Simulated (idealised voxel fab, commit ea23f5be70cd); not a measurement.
Name of the process module below: voxel air gaps
The cross-section on display is named cut; it measures 205 nm wide, and its cells are 5 nm squares.
If you're reading a cross-section in this doc, picture square cells in a grid; it comes to you as bands, top ones listed first down to the bottom, and a band can be one or more rows of cells.
Each band's line starts with the height of the band's top and of its bottom, in nm. Then come its materials from left to right, each with its width in nm. One material with "full width" fills the band from edge to edge. "air" is empty space.
Where do heights start? At 0: under that level the wafer as delivered is made of one material only. And the lowest band has no floor; it just carries on downward, as in "0 and below".
A two-number width, for instance "30..40", indicates that the width is equal to the first number in the top row of the band and to the second number in the bottom row, and that it changes by a constant amount per row of cells.
"nothing altered" for a step: no cell of the cross-section changed in that step.
What "Fully closed voids" gives you is every empty space of 8 cells or more that is cut off from the top. Each appears as width x height at distance, with the distance taken from the left edge and width, height and distance all in nm.
That trailing text on a step's line, after the settings, is the simulator's own remark on the step.
Steps that use a mask can have "overlay nm" on their line. It says how far the mask sat to the right of where it was meant to be. Negative means to the left.

**Intended process steps**
1. RECEIVE, material Si
2. CONFORMAL_DEP, material SiO2, thk nm 10
3. CONFORMAL_DEP, material SiN, thk nm 5
4. DIRECTIONAL_DEP, material SiO2, thk nm 35
5. PATTERN, tone open, mask id LINES, material resist, width nm 25, pitch nm 55, thk nm 20, overlay nm 0
6. DIRECTIONAL_ETCH, etch materials SiO2, depth nm 35
7. STRIP, etch materials resist
8. CONFORMAL_DEP, material TiN, thk nm 5
9. FILL_DEP, material Ru, thk nm 5
10. CMP, height nm 50
11. EPI, material Ru, thk nm 10
12. SELECTIVE_ETCH, etch materials SiO2, depth nm 45
13. CONFORMAL_DEP, material SiCN, thk nm 5

**Cross-section: wafer on arrival = after step 1**
  0 and below = Si full width
  Fully closed voids: none

**Cross-section taken at module completion on the first of two wafers; processed per the plan**
  65 down to 60 = air 20 nm, then SiCN 165 nm, then air 20 nm
  60 down to 50 = air 20 nm, then SiCN 5 nm, then Ru 45 nm, then SiCN 10 nm, then Ru 45 nm, then SiCN 10 nm, then Ru 45 nm, then SiCN 5 nm, then air 20 nm
  50 down to 45 = air 20 nm, then SiCN 15 nm, then TiN 5 nm, then Ru 15 nm, then TiN 5 nm, then SiCN 30 nm, then TiN 5 nm, then Ru 15 nm, then TiN 5 nm, then SiCN 30 nm, then TiN 5 nm, then Ru 15 nm, then TiN 5 nm, then SiCN 15 nm, then air 20 nm
  45 down to 20 = air 30 nm, then SiCN 5 nm, then TiN 5 nm, then Ru 15 nm, then TiN 5 nm, then SiCN 5 nm, then air 20 nm, then SiCN 5 nm, then TiN 5 nm, then Ru 15 nm, then TiN 5 nm, then SiCN 5 nm, then air 20 nm, then SiCN 5 nm, then TiN 5 nm, then Ru 15 nm, then TiN 5 nm, then SiCN 5 nm, then air 30 nm
  20 down to 15 = SiCN 35 nm, then TiN 25 nm, then SiCN 30 nm, then TiN 25 nm, then SiCN 30 nm, then TiN 25 nm, then SiCN 35 nm
  15 down to 10 = SiN full width
  10 down to 0 = SiO2 full width
  0 and below = Si full width
  Fully closed voids: 20 x 25 at 65; 20 x 25 at 120

**Cross-sectional view: second of two wafers, end of module; start and plan identical to the first, one mistake in running**
  65 down to 60 = air 20 nm, then SiCN 165 nm, then air 20 nm
  60 down to 50 = air 20 nm, then SiCN 5 nm, then Ru 45 nm, then SiCN 10 nm, then Ru 45 nm, then SiCN 10 nm, then Ru 45 nm, then SiCN 5 nm, then air 20 nm
  50 down to 20 = air 20 nm, then SiCN 5 nm, then Ru 10 nm, then TiN 5 nm, then Ru 15 nm, then TiN 5 nm, then Ru 10 nm, then SiCN 10 nm, then Ru 10 nm, then TiN 5 nm, then Ru 15 nm, then TiN 5 nm, then Ru 10 nm, then SiCN 10 nm, then Ru 10 nm, then TiN 5 nm, then Ru 15 nm, then TiN 5 nm, then Ru 10 nm, then SiCN 5 nm, then air 20 nm
  20 down to 15 = SiCN 25 nm, then Ru 10 nm, then TiN 25 nm, then Ru 10 nm, then SiCN 10 nm, then Ru 10 nm, then TiN 25 nm, then Ru 10 nm, then SiCN 10 nm, then Ru 10 nm, then TiN 25 nm, then Ru 10 nm, then SiCN 25 nm
  15 down to 10 = SiN full width
  10 down to 0 = SiO2 full width
  0 and below = Si full width
  Fully closed voids: none
Diagnosis: swap of plan steps 11 and 12 during execution
Looking at both finished wafers in cells, the second ends up ahead of or behind the first on some materials: +84 Ru; -24 SiCN
Closed void count at end of process - first wafer: 2; second wafer: 0.
